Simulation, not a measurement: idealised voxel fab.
The document below concerns the process module designated voxel ribs on slabs.
The figure presents cross-section cut, which has a width of 155 nm and is divided into square cells with an edge length of 5 nm.
Notation: cross-section as square-cell grid; stated in bands, top first, going down; one or more cell rows per band. Basically the band line says how high the top is and how high the bottom is, in nm, and then what's in it from left to right, every material with its width in nm. Empty space shows up as "empty", and if a single material carries "everywhere" it runs the full band edge to edge. Heads up on the height convention: 0 is the point under which the incoming wafer is all one material, and the lowest band has no bottom, it just keeps going down, like "top 0, no bottom". A two-number width, for instance "30 to 40", indicates that the width is equal to the first number in the top row of the band and to the second number in the bottom row, and that it changes by a constant amount per row of cells. "nothing different" -> step changed no cross-section cell. Closed empty spaces (no open way to the top) of 8 cells or more are what "Enclosed internal voids" lists, each as width x height at distance from the left edge, nm for all three. What comes after the settings on a step's line is commentary from the simulator itself on that step. For masked steps, "overlay nm" on the step line gives how far right of plan the mask actually lay; a minus sign means it lay to the left.

**Process steps foreseen in the plan**
1) RECEIVE, material Si
2) DIRECTIONAL_DEP, material SiO2, thk nm 20
3) DIRECTIONAL_DEP, material SiN, thk nm 15
4) DIRECTIONAL_DEP, material aC, thk nm 15
5) PATTERN, tone cover, mask id RIB, material resist, width nm 30, thk nm 35, overlay nm 0
6) DIRECTIONAL_ETCH, etch materials aC, depth nm 15
7) STRIP, etch materials resist
8) DIRECTIONAL_ETCH, etch materials SiN, depth nm 10
9) STRIP, etch materials aC
10) MASKED_ETCH, tone cover, mask id SLAB, width nm 90, etch materials SiN, depth nm 5, overlay nm 0
11) FILL_DEP, material SiO2, thk nm 15
12) CMP, height nm 45
13) DIRECTIONAL_DEP, material W, thk nm 5
14) MASKED_ETCH, tone cover, mask id HEATER, width nm 40, etch materials W, depth nm 5, overlay nm 0
15) CONFORMAL_DEP, material SiN, thk nm 10

**Cross-section of the wafer at receipt, which is the condition after step 1**
top 0, no bottom  Si everywhere
Enclosed internal voids: none

**Final wafer profile in cross-section after the module, from the same start and plan as above, with one mistake made during processing**
top 60, bottom 55  empty: 50 | SiN: 60 | empty: 45
top 55, bottom 50  SiN everywhere
top 50, bottom 45  SiN: 60 | W: 40 | SiN: 55
top 45, bottom 35  SiO2 everywhere
top 35, bottom 25  SiO2: 60 | SiN: 30 | SiO2: 65
top 25, bottom 20  SiO2: 30 | SiN: 90 | SiO2: 35
top 20, bottom 0  SiO2 everywhere
top 0, no bottom  Si everywhere
Enclosed internal voids: none
Run error: rather than as planned, step 14 actually ran as MASKED_ETCH, tone cover, mask id HEATER, width nm 40, etch materials W, depth nm 5, overlay nm 5
